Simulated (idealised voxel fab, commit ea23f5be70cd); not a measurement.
You're looking at the process module voxel transistor to metal.
The width of the displayed cross-section, cut, is 290 nm; its cells are square, with a size of 5 nm.
Format of a cross-section: grid, square cells. Given as bands. Order: top down. Band: one or more rows of cells.
Band entry format. Leading values: height of top, height of bottom, nm. Remainder: materials in left-to-right order, each with its width in nm. Special words: "throughout" on a single material, which then fills the band edge to edge; "empty", empty space.
Height reference: 0 = level under which incoming wafer is all one material. Lowest band: no bottom, runs on downward, e.g. "0 -> down".
Width: "30->40" (first number = top row, second number = bottom row, same change from row to row of cells).
"same as before" for a step: no cell of the cross-section changed in that step.
"Unvented internal voids" enumerates empty spaces isolated from the top, with no open way to it, that contain at least 8 cells, giving each as width x height at distance from the left edge, all three in nm.
after a step's settings: what the simulator itself notes on the step
You can add "overlay nm" to a step's line. For a step with a mask, it describes how far the mask lay to the right of its planned position, and a negative number describes a lay to the left.

### Intended process steps
| 1 | RECEIVE | material Si |
| 2 | CONFORMAL_DEP | material SiO2 | thk nm 5 |
| 3 | CONFORMAL_DEP | material SiN | thk nm 10 |
| 4 | MASKED_ETCH | tone cover | mask id ACTIVE | width nm 115 | pitch nm 135 | etch materials SiN | depth nm 10 | overlay nm 0 |
| 5 | MASKED_ETCH | tone cover | mask id ACTIVE | width nm 115 | pitch nm 135 | etch materials SiO2 | depth nm 5 | overlay nm 0 |
| 6 | MASKED_ETCH | tone cover | mask id ACTIVE | width nm 115 | pitch nm 135 | etch materials Si | depth nm 30 | overlay nm 0 |
| 7 | FILL_DEP | material SiO2 | thk nm 5 |
| 8 | CMP | height nm 15 |
| 9 | SELECTIVE_ETCH | etch materials SiO2 | depth nm 5 |
| 10 | STRIP | etch materials SiN |
| 11 | SELECTIVE_ETCH | etch materials SiO2 | depth nm 5 |
| 12 | OXIDIZE | depth nm 5 |
| 13 | DIRECTIONAL_DEP | material polySi | thk nm 30 |
| 14 | DIRECTIONAL_DEP | material SiCN | thk nm 10 |
| 15 | PATTERN | tone cover | mask id GATE | material resist | width nm 35 | pitch nm 135 | thk nm 20 | overlay nm 0 |
| 16 | DIRECTIONAL_ETCH | etch materials SiCN | depth nm 20 |
| 17 | DIRECTIONAL_ETCH | etch materials polySi | depth nm 40 |
| 18 | STRIP | etch materials resist |
| 19 | CONFORMAL_DEP | material SiO2 | thk nm 5 |
| 20 | DIRECTIONAL_ETCH | etch materials SiO2 | depth nm 5 |
| 21 | CONFORMAL_DEP | material SiN | thk nm 10 |
| 22 | DIRECTIONAL_ETCH | etch materials SiN | depth nm 10 |
| 23 | DIRECTIONAL_ETCH | etch materials SiO2 | depth nm 5 |
| 24 | EPI | material SiGe | thk nm 5 |
| 25 | FILL_DEP | material SiO2 | thk nm 10 |
| 26 | CMP | height nm 30 |
| 27 | STRIP | etch materials polySi |
| 28 | SELECTIVE_ETCH | etch materials SiO2 | depth nm 5 |
| 29 | CONFORMAL_DEP | material HfO2 | thk nm 5 |
| 30 | CONFORMAL_DEP | material TiN | thk nm 5 |
| 31 | FILL_DEP | material W | thk nm 10 |
| 32 | CMP | height nm 25 |
| 33 | DIRECTIONAL_DEP | material SiO2 | thk nm 15 |
| 34 | PATTERN | tone open | mask id CONTACT | material resist | width nm 15 | thk nm 15 | overlay nm 0 |
| 35 | DIRECTIONAL_ETCH | etch materials SiO2 | depth nm 40 |
| 36 | STRIP | etch materials resist |
| 37 | CONFORMAL_DEP | material TiN | thk nm 5 |
| 38 | FILL_DEP | material Ru | thk nm 5 |
| 39 | CMP | height nm 40 |
| 40 | DIRECTIONAL_DEP | material TiN | thk nm 5 |
| 41 | DIRECTIONAL_DEP | material Ru | thk nm 15 |
| 42 | MASKED_ETCH | tone cover | mask id METAL_1 | width nm 15 | etch materials Ru | depth nm 15 | overlay nm 0 |
| 43 | MASKED_ETCH | tone cover | mask id METAL_1 | width nm 15 | etch materials TiN | depth nm 5 | overlay nm 0 |
| 44 | FILL_DEP | material lowk | thk nm 10 |
| 45 | CMP | height nm 60 |
| 46 | CONFORMAL_DEP | material SiN | thk nm 5 |

### Incoming wafer in cross-section (state: after step 1)
    0 -> down  Si throughout
    Unvented internal voids: none

### First of two wafers: cross-section at end of module, run per plan
    65 -> 60  SiN throughout
    60 -> 45  lowk (25) | Ru (15) | lowk (75) | Ru (15) | lowk (30) | Ru (15) | lowk (75) | Ru (15) | lowk (25)
    45 -> 40  lowk (25) | TiN (15) | lowk (75) | TiN (15) | lowk (30) | TiN (15) | lowk (75) | TiN (15) | lowk (25)
    40 -> 25  SiO2 (25) | TiN (5) | Ru (5) | TiN (5) | SiO2 (75) | TiN (5) | Ru (5) | TiN (5) | SiO2 (30) | TiN (5) | Ru (5) | TiN (5) | SiO2 (75) | TiN (5) | Ru (5) | TiN (5) | SiO2 (25)
    25 -> 10  SiO2 (25) | TiN (5) | Ru (5) | TiN (5) | SiO2 (5) | SiN (10) | HfO2 (5) | TiN (5) | W (25) | TiN (5) | HfO2 (5) | SiN (10) | SiO2 (5) | TiN (5) | Ru (5) | TiN (5) | SiO2 (30) | TiN (5) | Ru (5) | TiN (5) | SiO2 (5) | SiN (10) | HfO2 (5) | TiN (5) | W (25) | TiN (5) | HfO2 (5) | SiN (10) | SiO2 (5) | TiN (5) | Ru (5) | TiN (5) | SiO2 (25)
    10 -> 5  SiO2 (25) | TiN (15) | SiO2 (5) | SiN (10) | HfO2 (5) | TiN (5) | W (25) | TiN (5) | HfO2 (5) | SiN (10) | SiO2 (5) | TiN (15) | SiO2 (30) | TiN (15) | SiO2 (5) | SiN (10) | HfO2 (5) | TiN (5) | W (25) | TiN (5) | HfO2 (5) | SiN (10) | SiO2 (5) | TiN (15) | SiO2 (25)
    5 -> 0  SiO2 (20) | SiN (10) | TiN (10) | SiO2 (5) | SiN (10) | HfO2 (5) | TiN (35) | HfO2 (5) | SiN (10) | SiO2 (5) | TiN (10) | SiN (10) | SiO2 (20) | SiN (10) | TiN (10) | SiO2 (5) | SiN (10) | HfO2 (5) | TiN (35) | HfO2 (5) | SiN (10) | SiO2 (5) | TiN (10) | SiN (10) | SiO2 (20)
    0 -> -5  SiO2 (30) | SiGe (15) | SiO2 (10) | HfO2 (45) | SiO2 (10) | SiGe (15) | SiO2 (40) | SiGe (15) | SiO2 (10) | HfO2 (45) | SiO2 (10) | SiGe (15) | SiO2 (30)
    -5 -> -30  SiO2 (20) | Si (115) | SiO2 (20) | Si (115) | SiO2 (20)
    -30 -> down  Si throughout
    Unvented internal voids: none

### Wafer two, sectioned after the module: the first wafer's start, the first wafer's plan, and one mistake in how it was run
    65 -> 60  SiN throughout
    60 -> 45  lowk (25) | Ru (15) | lowk (75) | Ru (15) | lowk (30) | Ru (15) | lowk (75) | Ru (15) | lowk (25)
    45 -> 40  lowk (25) | TiN (15) | lowk (75) | TiN (15) | lowk (30) | TiN (15) | lowk (75) | TiN (15) | lowk (25)
    40 -> 25  SiO2 (25) | TiN (5) | Ru (5) | TiN (5) | SiO2 (75) | TiN (5) | Ru (5) | TiN (5) | SiO2 (30) | TiN (5) | Ru (5) | TiN (5) | SiO2 (75) | TiN (5) | Ru (5) | TiN (5) | SiO2 (25)
    25 -> 20  SiO2 (25) | TiN (5) | Ru (5) | TiN (5) | SiO2 (5) | SiN (10) | HfO2 (5) | TiN (5) | W (25) | TiN (5) | HfO2 (5) | SiN (10) | SiO2 (5) | TiN (5) | Ru (5) | TiN (5) | SiO2 (30) | TiN (5) | Ru (5) | TiN (5) | SiO2 (5) | SiN (10) | HfO2 (5) | TiN (5) | W (25) | TiN (5) | HfO2 (5) | SiN (10) | SiO2 (5) | TiN (5) | Ru (5) | TiN (5) | SiO2 (25)
    20 -> 15  SiO2 (25) | TiN (15) | SiO2 (5) | SiN (10) | HfO2 (5) | TiN (5) | W (25) | TiN (5) | HfO2 (5) | SiN (10) | SiO2 (5) | TiN (15) | SiO2 (30) | TiN (15) | SiO2 (5) | SiN (10) | HfO2 (5) | TiN (5) | W (25) | TiN (5) | HfO2 (5) | SiN (10) | SiO2 (5) | TiN (15) | SiO2 (25)
    15 -> 5  SiO2 (45) | SiN (10) | HfO2 (5) | TiN (5) | W (25) | TiN (5) | HfO2 (5) | SiN (10) | SiO2 (70) | SiN (10) | HfO2 (5) | TiN (5) | W (25) | TiN (5) | HfO2 (5) | SiN (10) | SiO2 (45)
    5 -> 0  SiO2 (20) | SiN (10) | SiO2 (15) | SiN (10) | HfO2 (5) | TiN (35) | HfO2 (5) | SiN (10) | SiO2 (15) | SiN (10) | SiO2 (20) | SiN (10) | SiO2 (15) | SiN (10) | HfO2 (5) | TiN (35) | HfO2 (5) | SiN (10) | SiO2 (15) | SiN (10) | SiO2 (20)
    0 -> -5  SiO2 (30) | SiGe (15) | SiO2 (10) | HfO2 (45) | SiO2 (10) | SiGe (15) | SiO2 (40) | SiGe (15) | SiO2 (10) | HfO2 (45) | SiO2 (10) | SiGe (15) | SiO2 (30)
    -5 -> -30  SiO2 (20) | Si (115) | SiO2 (20) | Si (115) | SiO2 (20)
    -30 -> down  Si throughout
    Unvented internal voids: none
Deviation noted in wafer processing: twice over, step 33 of the plan was run
The second wafer ends with more or fewer cells of some materials than the first, per final count: 8 fewer of Ru, 32 more of SiO2, 24 fewer of TiN
